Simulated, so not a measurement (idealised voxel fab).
Proc. module: voxel ribs on slabs
For reference, the cross-section in this document is cut, with width 190 nm and square cells of 5 nm.
Reading order for cross-sections: top band down to bottom band. Underlying form: a grid of square cells. Band size: one or more rows of cells.
Heights first: top, then bottom, in nm. Then materials, left to right, each with a width in nm. "everywhere" on a single material: fills the band edge to edge. "empty": empty space.
Heads up on the height convention: 0 is the point under which the incoming wafer is all one material, and the lowest band has no bottom, it just keeps going down, like "0 nm and below".
It should be noted that a width expressed as "30 to 40" varies in equal increments from row to row of cells within the band, taking the value of the first number at the top row and that of the second number at the bottom row.
Step marked "nothing got changed"? Then no cell in the cross-section changed in it.
"Enclosed cavities" - sealed voids, min. 8 cells, no opening to top; format: width x height at distance (distance from left edge; nm throughout).
Text after the settings on a step's line: the simulator's own remark on that step.
overlay nm: where the mask lay relative to plan, measured to the right, on steps with a mask; negatives go left.
Before/after cross-section pairs, one process step each; after shown to lowest changed band; step and settings beneath. Pairs may be from different runs of this module on the same starting wafer; a pair continues from the one above only where its "Prior to processing" entry says so.

# Prior to processing
0 nm and below  Si everywhere
Enclosed cavities: none

# Structure After Step
20 nm to 0 nm  SiO2 everywhere
Below a height of 0, the structure has not been altered.
Enclosed cavities: none
Process step bridging the above cross-sections: DIRECTIONAL_DEP (material SiO2; thk nm 20)

Prior to processing: The cross-section prior to this step is the one presented after the step of the pair immediately above.

# Structure After Step
45 nm to 20 nm  SiN everywhere
Below a height of 20, the structure has not been altered.
Enclosed cavities: none
Process step bridging the above cross-sections: DIRECTIONAL_DEP (material SiN; thk nm 25)

Prior to processing: The cross-section prior to this step is the one presented after the step of the pair immediately above.

# Structure After Step
60 nm to 45 nm  empty: 85, then resist: 20, then empty: 85
Below a height of 45, the structure has not been altered.
Enclosed cavities: none
Process step bridging the above cross-sections: PATTERN (tone cover; mask id RIB; material resist; width nm 20; thk nm 15; overlay nm 0)

Prior to processing: The cross-section prior to this step is the one presented after the step of the pair immediately above.

# Structure After Step
60 nm to 45 nm  empty: 85, then resist: 20, then empty: 85
45 nm to 35 nm  empty: 85, then SiN: 20, then empty: 85
Below a height of 35, the structure has not been altered.
Enclosed cavities: none
Process step bridging the above cross-sections: DIRECTIONAL_ETCH (etch materials SiN; depth nm 10)

Prior to processing: The cross-section prior to this step is the one presented after the step of the pair immediately above.

# Structure After Step
45 nm to 35 nm  empty: 85, then SiN: 20, then empty: 85
Below a height of 35, the structure has not been altered.
Enclosed cavities: none
Process step bridging the above cross-sections: STRIP (etch materials resist)

Prior to processing: The cross-section prior to this step is the one presented after the step of the pair immediately above.

# Structure After Step
65 nm to 45 nm  empty: 60, then resist: 70, then empty: 60
45 nm to 35 nm  empty: 60, then resist: 25, then SiN: 20, then resist: 25, then empty: 60
Below a height of 35, the structure has not been altered.
Enclosed cavities: none
Process step bridging the above cross-sections: PATTERN (tone cover; mask id SLAB; material resist; width nm 70; thk nm 20; overlay nm 0)

Prior to processing: The cross-section prior to this step is the one presented after the step of the pair immediately above.

# Structure After Step
65 nm to 45 nm  empty: 60, then resist: 70, then empty: 60
45 nm to 35 nm  empty: 60, then resist: 25, then SiN: 20, then resist: 25, then empty: 60
35 nm to 20 nm  empty: 60, then SiN: 70, then empty: 60
Below a height of 20, the structure has not been altered.
Enclosed cavities: none
Process step bridging the above cross-sections: DIRECTIONAL_ETCH (etch materials SiN; depth nm 15)

Prior to processing: The cross-section prior to this step is the one presented after the step of the pair immediately above.

# Structure After Step
45 nm to 35 nm  empty: 85, then SiN: 20, then empty: 85
Below a height of 35, the structure has not been altered.
Enclosed cavities: none
Process step bridging the above cross-sections: STRIP (etch materials resist)

Prior to processing: The cross-section prior to this step is the one presented after the step of the pair immediately above.

# Structure After Step
70 nm to 45 nm  SiO2 everywhere
45 nm to 35 nm  SiO2: 85, then SiN: 20, then SiO2: 85
35 nm to 20 nm  SiO2: 60, then SiN: 70, then SiO2: 60
Below a height of 20, the structure has not been altered.
Enclosed cavities: none
Process step bridging the above cross-sections: FILL_DEP (material SiO2; thk nm 25)

Prior to processing: The cross-section prior to this step is the one presented after the step of the pair immediately above.

# Structure After Step
60 nm to 45 nm  SiO2 everywhere
Below a height of 45, the structure has not been altered.
Enclosed cavities: none
Process step bridging the above cross-sections: CMP (height nm 60)

Prior to processing: The cross-section prior to this step is the one presented after the step of the pair immediately above.

# Structure After Step
65 nm to 60 nm  TiN everywhere
Below a height of 60, the structure has not been altered.
Enclosed cavities: none
Process step bridging the above cross-sections: DIRECTIONAL_DEP (material TiN; thk nm 5)

Prior to processing: The cross-section prior to this step is the one presented after the step of the pair immediately above.

# Structure After Step
80 nm to 65 nm  aC everywhere
Below a height of 65, the structure has not been altered.
Enclosed cavities: none
Process step bridging the above cross-sections: DIRECTIONAL_DEP (material aC; thk nm 15)

Prior to processing: The cross-section prior to this step is the one presented after the step of the pair immediately above.

# Structure After Step
110 nm to 80 nm  empty: 80, then resist: 30, then empty: 80
Below a height of 80, the structure has not been altered.
Enclosed cavities: none
Process step bridging the above cross-sections: PATTERN (tone cover; mask id HEATER; material resist; width nm 30; thk nm 30; overlay nm 0)

Prior to processing: The cross-section prior to this step is the one presented after the step of the pair immediately above.

# Structure After Step
95 nm to 80 nm  empty: 80, then resist: 30, then empty: 80
80 nm to 65 nm  empty: 80, then aC: 30, then empty: 80
Below a height of 65, the structure has not been altered.
Enclosed cavities: none
Process step bridging the above cross-sections: DIRECTIONAL_ETCH (etch materials aC; depth nm 15)

Prior to processing: The cross-section prior to this step is the one presented after the step of the pair immediately above.

# Structure After Step
80 nm to 65 nm  empty: 80, then aC: 30, then empty: 80
Below a height of 65, the structure has not been altered.
Enclosed cavities: none
Process step bridging the above cross-sections: STRIP (etch materials resist)

Prior to processing: The cross-section prior to this step is the one presented after the step of the pair immediately above.

# Structure After Step
80 nm to 65 nm  empty: 80, then aC: 30, then empty: 80
65 nm to 60 nm  empty: 80, then TiN: 30, then empty: 80
Below a height of 60, the structure has not been altered.
Enclosed cavities: none
Process step bridging the above cross-sections: DIRECTIONAL_ETCH (etch materials TiN; depth nm 5)

Prior to processing: The cross-section prior to this step is the one presented after the step of the pair immediately above.

# Structure After Step
65 nm to 60 nm  empty: 80, then TiN: 30, then empty: 80
Below a height of 60, the structure has not been altered.
Enclosed cavities: none
Process step bridging the above cross-sections: STRIP (etch materials aC)

Prior to processing: The cross-section prior to this step is the one presented after the step of the pair immediately above.

# Structure After Step
75 nm to 70 nm  empty: 70, then SiO2: 50, then empty: 70
70 nm to 65 nm  SiO2 everywhere
65 nm to 60 nm  SiO2: 80, then TiN: 30, then SiO2: 80
Below a height of 60, the structure has not been altered.
Enclosed cavities: none
Process step bridging the above cross-sections: CONFORMAL_DEP (material SiO2; thk nm 10)

# Prior to processing
20 nm to 0 nm  SiO2 everywhere
0 nm and below  Si everywhere
Enclosed cavities: none

# Structure After Step
40 nm to 0 nm  SiO2 everywhere
Below a height of 0, the structure has not been altered.
Enclosed cavities: none
Process step bridging the above cross-sections: DIRECTIONAL_DEP (material SiO2; thk nm 20)

Prior to processing: The cross-section prior to this step is the one presented after the step of the pair immediately above.

# Structure After Step
65 nm to 40 nm  SiN everywhere
Below a height of 40, the structure has not been altered.
Enclosed cavities: none
Process step bridging the above cross-sections: DIRECTIONAL_DEP (material SiN; thk nm 25)

Prior to processing: The cross-section prior to this step is the one presented after the step of the pair immediately above.

# Structure After Step
80 nm to 65 nm  empty: 85, then resist: 20, then empty: 85
Below a height of 65, the structure has not been altered.
Enclosed cavities: none
Process step bridging the above cross-sections: PATTERN (tone cover; mask id RIB; material resist; width nm 20; thk nm 15; overlay nm 0)

Prior to processing: The cross-section prior to this step is the one presented after the step of the pair immediately above.

# Structure After Step
80 nm to 65 nm  empty: 85, then resist: 20, then empty: 85
65 nm to 55 nm  empty: 85, then SiN: 20, then empty: 85
Below a height of 55, the structure has not been altered.
Enclosed cavities: none
Process step bridging the above cross-sections: DIRECTIONAL_ETCH (etch materials SiN; depth nm 10)

Prior to processing: The cross-section prior to this step is the one presented after the step of the pair immediately above.

# Structure After Step
65 nm to 55 nm  empty: 85, then SiN: 20, then empty: 85
Below a height of 55, the structure has not been altered.
Enclosed cavities: none
Process step bridging the above cross-sections: STRIP (etch materials resist)

Prior to processing: The cross-section prior to this step is the one presented after the step of the pair immediately above.

# Structure After Step
85 nm to 65 nm  empty: 60, then resist: 70, then empty: 60
65 nm to 55 nm  empty: 60, then resist: 25, then SiN: 20, then resist: 25, then empty: 60
Below a height of 55, the structure has not been altered.
Enclosed cavities: none
Process step bridging the above cross-sections: PATTERN (tone cover; mask id SLAB; material resist; width nm 70; thk nm 20; overlay nm 0)

Prior to processing: The cross-section prior to this step is the one presented after the step of the pair immediately above.

# Structure After Step
85 nm to 65 nm  empty: 60, then resist: 70, then empty: 60
65 nm to 55 nm  empty: 60, then resist: 25, then SiN: 20, then resist: 25, then empty: 60
55 nm to 40 nm  empty: 60, then SiN: 70, then empty: 60
Below a height of 40, the structure has not been altered.
Enclosed cavities: none
Process step bridging the above cross-sections: DIRECTIONAL_ETCH (etch materials SiN; depth nm 15)

Prior to processing: The cross-section prior to this step is the one presented after the step of the pair immediately above.

# Structure After Step
65 nm to 55 nm  empty: 85, then SiN: 20, then empty: 85
Below a height of 55, the structure has not been altered.
Enclosed cavities: none
Process step bridging the above cross-sections: STRIP (etch materials resist)

Prior to processing: The cross-section prior to this step is the one presented after the step of the pair immediately above.

# Structure After Step
90 nm to 65 nm  SiO2 everywhere
65 nm to 55 nm  SiO2: 85, then SiN: 20, then SiO2: 85
55 nm to 40 nm  SiO2: 60, then SiN: 70, then SiO2: 60
Below a height of 40, the structure has not been altered.
Enclosed cavities: none
Process step bridging the above cross-sections: FILL_DEP (material SiO2; thk nm 25)

Prior to processing: The cross-section prior to this step is the one presented after the step of the pair immediately above.

# Structure After Step
60 nm to 55 nm  SiO2: 85, then SiN: 20, then SiO2: 85
Below a height of 55, the structure has not been altered.
Enclosed cavities: none
Process step bridging the above cross-sections: CMP (height nm 60)

Prior to processing: The cross-section prior to this step is the one presented after the step of the pair immediately above.

# Structure After Step
65 nm to 60 nm  TiN everywhere
Below a height of 60, the structure has not been altered.
Enclosed cavities: none
Process step bridging the above cross-sections: DIRECTIONAL_DEP (material TiN; thk nm 5)

Prior to processing: The cross-section prior to this step is the one presented after the step of the pair immediately above.

# Structure After Step
80 nm to 65 nm  aC everywhere
Below a height of 65, the structure has not been altered.
Enclosed cavities: none
Process step bridging the above cross-sections: DIRECTIONAL_DEP (material aC; thk nm 15)

Prior to processing: The cross-section prior to this step is the one presented after the step of the pair immediately above.

# Structure After Step
110 nm to 80 nm  empty: 80, then resist: 30, then empty: 80
Below a height of 80, the structure has not been altered.
Enclosed cavities: none
Process step bridging the above cross-sections: PATTERN (tone cover; mask id HEATER; material resist; width nm 30; thk nm 30; overlay nm 0)

Prior to processing: The cross-section prior to this step is the one presented after the step of the pair immediately above.

# Structure After Step
95 nm to 80 nm  empty: 80, then resist: 30, then empty: 80
80 nm to 65 nm  empty: 80, then aC: 30, then empty: 80
Below a height of 65, the structure has not been altered.
Enclosed cavities: none
Process step bridging the above cross-sections: DIRECTIONAL_ETCH (etch materials aC; depth nm 15)

Prior to processing: The cross-section prior to this step is the one presented after the step of the pair immediately above.

# Structure After Step
80 nm to 65 nm  empty: 80, then aC: 30, then empty: 80
Below a height of 65, the structure has not been altered.
Enclosed cavities: none
Process step bridging the above cross-sections: STRIP (etch materials resist)

Prior to processing: The cross-section prior to this step is the one presented after the step of the pair immediately above.

# Structure After Step
80 nm to 65 nm  empty: 80, then aC: 30, then empty: 80
65 nm to 60 nm  empty: 80, then TiN: 30, then empty: 80
Below a height of 60, the structure has not been altered.
Enclosed cavities: none
Process step bridging the above cross-sections: DIRECTIONAL_ETCH (etch materials TiN; depth nm 5)

Prior to processing: The cross-section prior to this step is the one presented after the step of the pair immediately above.

# Structure After Step
65 nm to 60 nm  empty: 80, then TiN: 30, then empty: 80
Below a height of 60, the structure has not been altered.
Enclosed cavities: none
Process step bridging the above cross-sections: STRIP (etch materials aC)

Prior to processing: The cross-section prior to this step is the one presented after the step of the pair immediately above.

# Structure After Step
75 nm to 70 nm  empty: 70, then SiO2: 50, then empty: 70
70 nm to 65 nm  SiO2 everywhere
65 nm to 60 nm  SiO2: 80, then TiN: 30, then SiO2: 80
Below a height of 60, the structure has not been altered.
Enclosed cavities: none
Process step bridging the above cross-sections: CONFORMAL_DEP (material SiO2; thk nm 10)

# Prior to processing
0 nm and below  Si everywhere
Enclosed cavities: none

# Structure After Step
25 nm to 0 nm  SiN everywhere
Below a height of 0, the structure has not been altered.
Enclosed cavities: none
Process step bridging the above cross-sections: DIRECTIONAL_DEP (material SiN; thk nm 25)

Prior to processing: The cross-section prior to this step is the one presented after the step of the pair immediately above.

# Structure After Step
45 nm to 25 nm  SiO2 everywhere
Below a height of 25, the structure has not been altered.
Enclosed cavities: none
Process step bridging the above cross-sections: DIRECTIONAL_DEP (material SiO2; thk nm 20)

Prior to processing: The cross-section prior to this step is the one presented after the step of the pair immediately above.

# Structure After Step
60 nm to 45 nm  empty: 85, then resist: 20, then empty: 85
Below a height of 45, the structure has not been altered.
Enclosed cavities: none
Process step bridging the above cross-sections: PATTERN (tone cover; mask id RIB; material resist; width nm 20; thk nm 15; overlay nm 0)

Prior to processing: The cross-section prior to this step is the one presented after the step of the pair immediately above.

# Structure After Step
45 nm to 25 nm  SiO2 everywhere
Below a height of 25, the structure has not been altered.
Enclosed cavities: none
Process step bridging the above cross-sections: STRIP (etch materials resist)

Prior to processing: The cross-section prior to this step is the one presented after the step of the pair immediately above.

# Structure After Step
65 nm to 45 nm  empty: 60, then resist: 70, then empty: 60
Below a height of 45, the structure has not been altered.
Enclosed cavities: none
Process step bridging the above cross-sections: PATTERN (tone cover; mask id SLAB; material resist; width nm 70; thk nm 20; overlay nm 0)

Prior to processing: The cross-section prior to this step is the one presented after the step of the pair immediately above.

# Structure After Step
45 nm to 25 nm  SiO2 everywhere
Below a height of 25, the structure has not been altered.
Enclosed cavities: none
Process step bridging the above cross-sections: STRIP (etch materials resist)

Prior to processing: The cross-section prior to this step is the one presented after the step of the pair immediately above.

# Structure After Step
70 nm to 25 nm  SiO2 everywhere
Below a height of 25, the structure has not been altered.
Enclosed cavities: none
Process step bridging the above cross-sections: FILL_DEP (material SiO2; thk nm 25)

Prior to processing: The cross-section prior to this step is the one presented after the step of the pair immediately above.

# Structure After Step
60 nm to 25 nm  SiO2 everywhere
Below a height of 25, the structure has not been altered.
Enclosed cavities: none
Process step bridging the above cross-sections: CMP (height nm 60)

Prior to processing: The cross-section prior to this step is the one presented after the step of the pair immediately above.

# Structure After Step
65 nm to 60 nm  TiN everywhere
Below a height of 60, the structure has not been altered.
Enclosed cavities: none
Process step bridging the above cross-sections: DIRECTIONAL_DEP (material TiN; thk nm 5)

Prior to processing: The cross-section prior to this step is the one presented after the step of the pair immediately above.

# Structure After Step
80 nm to 65 nm  aC everywhere
Below a height of 65, the structure has not been altered.
Enclosed cavities: none
Process step bridging the above cross-sections: DIRECTIONAL_DEP (material aC; thk nm 15)

Prior to processing: The cross-section prior to this step is the one presented after the step of the pair immediately above.

# Structure After Step
110 nm to 80 nm  empty: 80, then resist: 30, then empty: 80
Below a height of 80, the structure has not been altered.
Enclosed cavities: none
Process step bridging the above cross-sections: PATTERN (tone cover; mask id HEATER; material resist; width nm 30; thk nm 30; overlay nm 0)

Prior to processing: The cross-section prior to this step is the one presented after the step of the pair immediately above.

# Structure After Step
95 nm to 80 nm  empty: 80, then resist: 30, then empty: 80
80 nm to 65 nm  empty: 80, then aC: 30, then empty: 80
Below a height of 65, the structure has not been altered.
Enclosed cavities: none
Process step bridging the above cross-sections: DIRECTIONAL_ETCH (etch materials aC; depth nm 15)

Prior to processing: The cross-section prior to this step is the one presented after the step of the pair immediately above.

# Structure After Step
80 nm to 65 nm  empty: 80, then aC: 30, then empty: 80
Below a height of 65, the structure has not been altered.
Enclosed cavities: none
Process step bridging the above cross-sections: STRIP (etch materials resist)

Prior to processing: The cross-section prior to this step is the one presented after the step of the pair immediately above.

# Structure After Step
80 nm to 65 nm  empty: 80, then aC: 30, then empty: 80
65 nm to 60 nm  empty: 80, then TiN: 30, then empty: 80
Below a height of 60, the structure has not been altered.
Enclosed cavities: none
Process step bridging the above cross-sections: DIRECTIONAL_ETCH (etch materials TiN; depth nm 5)

Prior to processing: The cross-section prior to this step is the one presented after the step of the pair immediately above.

# Structure After Step
65 nm to 60 nm  empty: 80, then TiN: 30, then empty: 80
Below a height of 60, the structure has not been altered.
Enclosed cavities: none
Process step bridging the above cross-sections: STRIP (etch materials aC)

Prior to processing: The cross-section prior to this step is the one presented after the step of the pair immediately above.

# Structure After Step
75 nm to 70 nm  empty: 70, then SiO2: 50, then empty: 70
70 nm to 65 nm  SiO2 everywhere
65 nm to 60 nm  SiO2: 80, then TiN: 30, then SiO2: 80
Below a height of 60, the structure has not been altered.
Enclosed cavities: none
Process step bridging the above cross-sections: CONFORMAL_DEP (material SiO2; thk nm 10)

# Prior to processing
0 nm and below  Si everywhere
Enclosed cavities: none

# Structure After Step
10 nm to 0 nm  SiO2 everywhere
Below a height of 0, the structure has not been altered.
Enclosed cavities: none
Process step bridging the above cross-sections: DIRECTIONAL_DEP (material SiO2; thk nm 10)

Prior to processing: The cross-section prior to this step is the one presented after the step of the pair immediately above.

# Structure After Step
35 nm to 10 nm  SiN everywhere
Below a height of 10, the structure has not been altered.
Enclosed cavities: none
Process step bridging the above cross-sections: DIRECTIONAL_DEP (material SiN; thk nm 25)

Prior to processing: The cross-section prior to this step is the one presented after the step of the pair immediately above.

# Structure After Step
50 nm to 35 nm  empty: 85, then resist: 20, then empty: 85
Below a height of 35, the structure has not been altered.
Enclosed cavities: none
Process step bridging the above cross-sections: PATTERN (tone cover; mask id RIB; material resist; width nm 20; thk nm 15; overlay nm 0)

Prior to processing: The cross-section prior to this step is the one presented after the step of the pair immediately above.

# Structure After Step
50 nm to 35 nm  empty: 85, then resist: 20, then empty: 85
35 nm to 25 nm  empty: 85, then SiN: 20, then empty: 85
Below a height of 25, the structure has not been altered.
Enclosed cavities: none
Process step bridging the above cross-sections: DIRECTIONAL_ETCH (etch materials SiN; depth nm 10)

Prior to processing: The cross-section prior to this step is the one presented after the step of the pair immediately above.

# Structure After Step
35 nm to 25 nm  empty: 85, then SiN: 20, then empty: 85
Below a height of 25, the structure has not been altered.
Enclosed cavities: none
Process step bridging the above cross-sections: STRIP (etch materials resist)

Prior to processing: The cross-section prior to this step is the one presented after the step of the pair immediately above.

# Structure After Step
55 nm to 35 nm  empty: 60, then resist: 70, then empty: 60
35 nm to 25 nm  empty: 60, then resist: 25, then SiN: 20, then resist: 25, then empty: 60
Below a height of 25, the structure has not been altered.
Enclosed cavities: none
Process step bridging the above cross-sections: PATTERN (tone cover; mask id SLAB; material resist; width nm 70; thk nm 20; overlay nm 0)

Prior to processing: The cross-section prior to this step is the one presented after the step of the pair immediately above.

# Structure After Step
55 nm to 35 nm  empty: 60, then resist: 70, then empty: 60
35 nm to 25 nm  empty: 60, then resist: 25, then SiN: 20, then resist: 25, then empty: 60
25 nm to 10 nm  empty: 60, then SiN: 70, then empty: 60
Below a height of 10, the structure has not been altered.
Enclosed cavities: none
Process step bridging the above cross-sections: DIRECTIONAL_ETCH (etch materials SiN; depth nm 15)

Prior to processing: The cross-section prior to this step is the one presented after the step of the pair immediately above.

# Structure After Step
35 nm to 25 nm  empty: 85, then SiN: 20, then empty: 85
Below a height of 25, the structure has not been altered.
Enclosed cavities: none
Process step bridging the above cross-sections: STRIP (etch materials resist)

Prior to processing: The cross-section prior to this step is the one presented after the step of the pair immediately above.

# Structure After Step
60 nm to 35 nm  SiO2 everywhere
35 nm to 25 nm  SiO2: 85, then SiN: 20, then SiO2: 85
25 nm to 10 nm  SiO2: 60, then SiN: 70, then SiO2: 60
Below a height of 10, the structure has not been altered.
Enclosed cavities: none
Process step bridging the above cross-sections: FILL_DEP (material SiO2; thk nm 25)

Prior to processing: The cross-section prior to this step is the one presented after the step of the pair immediately above.

# Structure After Step
65 nm to 60 nm  TiN everywhere
Below a height of 60, the structure has not been altered.
Enclosed cavities: none
Process step bridging the above cross-sections: DIRECTIONAL_DEP (material TiN; thk nm 5)

Prior to processing: The cross-section prior to this step is the one presented after the step of the pair immediately above.

# Structure After Step
80 nm to 65 nm  aC everywhere
Below a height of 65, the structure has not been altered.
Enclosed cavities: none
Process step bridging the above cross-sections: DIRECTIONAL_DEP (material aC; thk nm 15)

Prior to processing: The cross-section prior to this step is the one presented after the step of the pair immediately above.

# Structure After Step
110 nm to 80 nm  empty: 80, then resist: 30, then empty: 80
Below a height of 80, the structure has not been altered.
Enclosed cavities: none
Process step bridging the above cross-sections: PATTERN (tone cover; mask id HEATER; material resist; width nm 30; thk nm 30; overlay nm 0)

Prior to processing: The cross-section prior to this step is the one presented after the step of the pair immediately above.

# Structure After Step
95 nm to 80 nm  empty: 80, then resist: 30, then empty: 80
80 nm to 65 nm  empty: 80, then aC: 30, then empty: 80
Below a height of 65, the structure has not been altered.
Enclosed cavities: none
Process step bridging the above cross-sections: DIRECTIONAL_ETCH (etch materials aC; depth nm 15)

Prior to processing: The cross-section prior to this step is the one presented after the step of the pair immediately above.

# Structure After Step
80 nm to 65 nm  empty: 80, then aC: 30, then empty: 80
Below a height of 65, the structure has not been altered.
Enclosed cavities: none
Process step bridging the above cross-sections: STRIP (etch materials resist)

Prior to processing: The cross-section prior to this step is the one presented after the step of the pair immediately above.

# Structure After Step
80 nm to 65 nm  empty: 80, then aC: 30, then empty: 80
65 nm to 60 nm  empty: 80, then TiN: 30, then empty: 80
Below a height of 60, the structure has not been altered.
Enclosed cavities: none
Process step bridging the above cross-sections: DIRECTIONAL_ETCH (etch materials TiN; depth nm 5)

Prior to processing: The cross-section prior to this step is the one presented after the step of the pair immediately above.

# Structure After Step
65 nm to 60 nm  empty: 80, then TiN: 30, then empty: 80
Below a height of 60, the structure has not been altered.
Enclosed cavities: none
Process step bridging the above cross-sections: STRIP (etch materials aC)

Prior to processing: The cross-section prior to this step is the one presented after the step of the pair immediately above.

# Structure After Step
75 nm to 70 nm  empty: 70, then SiO2: 50, then empty: 70
70 nm to 65 nm  SiO2 everywhere
65 nm to 60 nm  SiO2: 80, then TiN: 30, then SiO2: 80
Below a height of 60, the structure has not been altered.
Enclosed cavities: none
Process step bridging the above cross-sections: CONFORMAL_DEP (material SiO2; thk nm 10)

# Prior to processing
80 nm to 65 nm  aC everywhere
65 nm to 60 nm  TiN everywhere
60 nm to 45 nm  SiO2 everywhere
45 nm to 35 nm  SiO2: 85, then SiN: 20, then SiO2: 85
35 nm to 20 nm  SiO2: 60, then SiN: 70, then SiO2: 60
20 nm to 0 nm  SiO2 everywhere
0 nm and below  Si everywhere
Enclosed cavities: none

# Structure After Step
110 nm to 80 nm  empty: 85, then resist: 25, then empty: 80
Below a height of 80, the structure has not been altered.
Enclosed cavities: none
Process step bridging the above cross-sections: PATTERN (tone cover; mask id HEATER; material resist; width nm 25; thk nm 30; overlay nm 0)

Prior to processing: The cross-section prior to this step is the one presented after the step of the pair immediately above.

# Structure After Step
95 nm to 80 nm  empty: 85, then resist: 25, then empty: 80
80 nm to 65 nm  empty: 85, then aC: 25, then empty: 80
Below a height of 65, the structure has not been altered.
Enclosed cavities: none
Process step bridging the above cross-sections: DIRECTIONAL_ETCH (etch materials aC; depth nm 15)

Prior to processing: The cross-section prior to this step is the one presented after the step of the pair immediately above.

# Structure After Step
80 nm to 65 nm  empty: 85, then aC: 25, then empty: 80
Below a height of 65, the structure has not been altered.
Enclosed cavities: none
Process step bridging the above cross-sections: STRIP (etch materials resist)

Prior to processing: The cross-section prior to this step is the one presented after the step of the pair immediately above.

# Structure After Step
80 nm to 65 nm  empty: 85, then aC: 25, then empty: 80
65 nm to 60 nm  empty: 85, then TiN: 25, then empty: 80
Below a height of 60, the structure has not been altered.
Enclosed cavities: none
Process step bridging the above cross-sections: DIRECTIONAL_ETCH (etch materials TiN; depth nm 5)

Prior to processing: The cross-section prior to this step is the one presented after the step of the pair immediately above.

# Structure After Step
65 nm to 60 nm  empty: 85, then TiN: 25, then empty: 80
Below a height of 60, the structure has not been altered.
Enclosed cavities: none
Process step bridging the above cross-sections: STRIP (etch materials aC)

Prior to processing: The cross-section prior to this step is the one presented after the step of the pair immediately above.

# Structure After Step
75 nm to 70 nm  empty: 75, then SiO2: 45, then empty: 70
70 nm to 65 nm  SiO2 everywhere
65 nm to 60 nm  SiO2: 85, then TiN: 25, then SiO2: 80
Below a height of 60, the structure has not been altered.
Enclosed cavities: none
Process step bridging the above cross-sections: CONFORMAL_DEP (material SiO2; thk nm 10)

# Prior to processing
45 nm to 20 nm  SiN everywhere
20 nm to 0 nm  SiO2 everywhere
0 nm and below  Si everywhere
Enclosed cavities: none

# Structure After Step
60 nm to 45 nm  empty: 80, then resist: 20, then empty: 90
Below a height of 45, the structure has not been altered.
Enclosed cavities: none
Process step bridging the above cross-sections: PATTERN (tone cover; mask id RIB; material resist; width nm 20; thk nm 15; overlay nm -5)

Prior to processing: The cross-section prior to this step is the one presented after the step of the pair immediately above.

# Structure After Step
60 nm to 45 nm  empty: 80, then resist: 20, then empty: 90
45 nm to 35 nm  empty: 80, then SiN: 20, then empty: 90
Below a height of 35, the structure has not been altered.
Enclosed cavities: none
Process step bridging the above cross-sections: DIRECTIONAL_ETCH (etch materials SiN; depth nm 10)

Prior to processing: The cross-section prior to this step is the one presented after the step of the pair immediately above.

# Structure After Step
45 nm to 35 nm  empty: 80, then SiN: 20, then empty: 90
Below a height of 35, the structure has not been altered.
Enclosed cavities: none
Process step bridging the above cross-sections: STRIP (etch materials resist)

Prior to processing: The cross-section prior to this step is the one presented after the step of the pair immediately above.

# Structure After Step
65 nm to 45 nm  empty: 60, then resist: 70, then empty: 60
45 nm to 35 nm  empty: 60, then resist: 20, then SiN: 20, then resist: 30, then empty: 60
Below a height of 35, the structure has not been altered.
Enclosed cavities: none
Process step bridging the above cross-sections: PATTERN (tone cover; mask id SLAB; material resist; width nm 70; thk nm 20; overlay nm 0)

Prior to processing: The cross-section prior to this step is the one presented after the step of the pair immediately above.

# Structure After Step
65 nm to 45 nm  empty: 60, then resist: 70, then empty: 60
45 nm to 35 nm  empty: 60, then resist: 20, then SiN: 20, then resist: 30, then empty: 60
35 nm to 20 nm  empty: 60, then SiN: 70, then empty: 60
Below a height of 20, the structure has not been altered.
Enclosed cavities: none
Process step bridging the above cross-sections: DIRECTIONAL_ETCH (etch materials SiN; depth nm 15)

Prior to processing: The cross-section prior to this step is the one presented after the step of the pair immediately above.

# Structure After Step
45 nm to 35 nm  empty: 80, then SiN: 20, then empty: 90
Below a height of 35, the structure has not been altered.
Enclosed cavities: none
Process step bridging the above cross-sections: STRIP (etch materials resist)

Prior to processing: The cross-section prior to this step is the one presented after the step of the pair immediately above.

# Structure After Step
70 nm to 45 nm  SiO2 everywhere
45 nm to 35 nm  SiO2: 80, then SiN: 20, then SiO2: 90
35 nm to 20 nm  SiO2: 60, then SiN: 70, then SiO2: 60
Below a height of 20, the structure has not been altered.
Enclosed cavities: none
Process step bridging the above cross-sections: FILL_DEP (material SiO2; thk nm 25)

Prior to processing: The cross-section prior to this step is the one presented after the step of the pair immediately above.

# Structure After Step
60 nm to 45 nm  SiO2 everywhere
Below a height of 45, the structure has not been altered.
Enclosed cavities: none
Process step bridging the above cross-sections: CMP (height nm 60)

Prior to processing: The cross-section prior to this step is the one presented after the step of the pair immediately above.

# Structure After Step
65 nm to 60 nm  TiN everywhere
Below a height of 60, the structure has not been altered.
Enclosed cavities: none
Process step bridging the above cross-sections: DIRECTIONAL_DEP (material TiN; thk nm 5)

Prior to processing: The cross-section prior to this step is the one presented after the step of the pair immediately above.

# Structure After Step
80 nm to 65 nm  aC everywhere
Below a height of 65, the structure has not been altered.
Enclosed cavities: none
Process step bridging the above cross-sections: DIRECTIONAL_DEP (material aC; thk nm 15)

Prior to processing: The cross-section prior to this step is the one presented after the step of the pair immediately above.

# Structure After Step
110 nm to 80 nm  empty: 80, then resist: 30, then empty: 80
Below a height of 80, the structure has not been altered.
Enclosed cavities: none
Process step bridging the above cross-sections: PATTERN (tone cover; mask id HEATER; material resist; width nm 30; thk nm 30; overlay nm 0)

Prior to processing: The cross-section prior to this step is the one presented after the step of the pair immediately above.

# Structure After Step
95 nm to 80 nm  empty: 80, then resist: 30, then empty: 80
80 nm to 65 nm  empty: 80, then aC: 30, then empty: 80
Below a height of 65, the structure has not been altered.
Enclosed cavities: none
Process step bridging the above cross-sections: DIRECTIONAL_ETCH (etch materials aC; depth nm 15)

Prior to processing: The cross-section prior to this step is the one presented after the step of the pair immediately above.

# Structure After Step
80 nm to 65 nm  empty: 80, then aC: 30, then empty: 80
Below a height of 65, the structure has not been altered.
Enclosed cavities: none
Process step bridging the above cross-sections: STRIP (etch materials resist)

Prior to processing: The cross-section prior to this step is the one presented after the step of the pair immediately above.

# Structure After Step
80 nm to 65 nm  empty: 80, then aC: 30, then empty: 80
65 nm to 60 nm  empty: 80, then TiN: 30, then empty: 80
Below a height of 60, the structure has not been altered.
Enclosed cavities: none
Process step bridging the above cross-sections: DIRECTIONAL_ETCH (etch materials TiN; depth nm 5)

Prior to processing: The cross-section prior to this step is the one presented after the step of the pair immediately above.

# Structure After Step
65 nm to 60 nm  empty: 80, then TiN: 30, then empty: 80
Below a height of 60, the structure has not been altered.
Enclosed cavities: none
Process step bridging the above cross-sections: STRIP (etch materials aC)

Prior to processing: The cross-section prior to this step is the one presented after the step of the pair immediately above.

# Structure After Step
75 nm to 70 nm  empty: 70, then SiO2: 50, then empty: 70
70 nm to 65 nm  SiO2 everywhere
65 nm to 60 nm  SiO2: 80, then TiN: 30, then SiO2: 80
Below a height of 60, the structure has not been altered.
Enclosed cavities: none
Process step bridging the above cross-sections: CONFORMAL_DEP (material SiO2; thk nm 10)
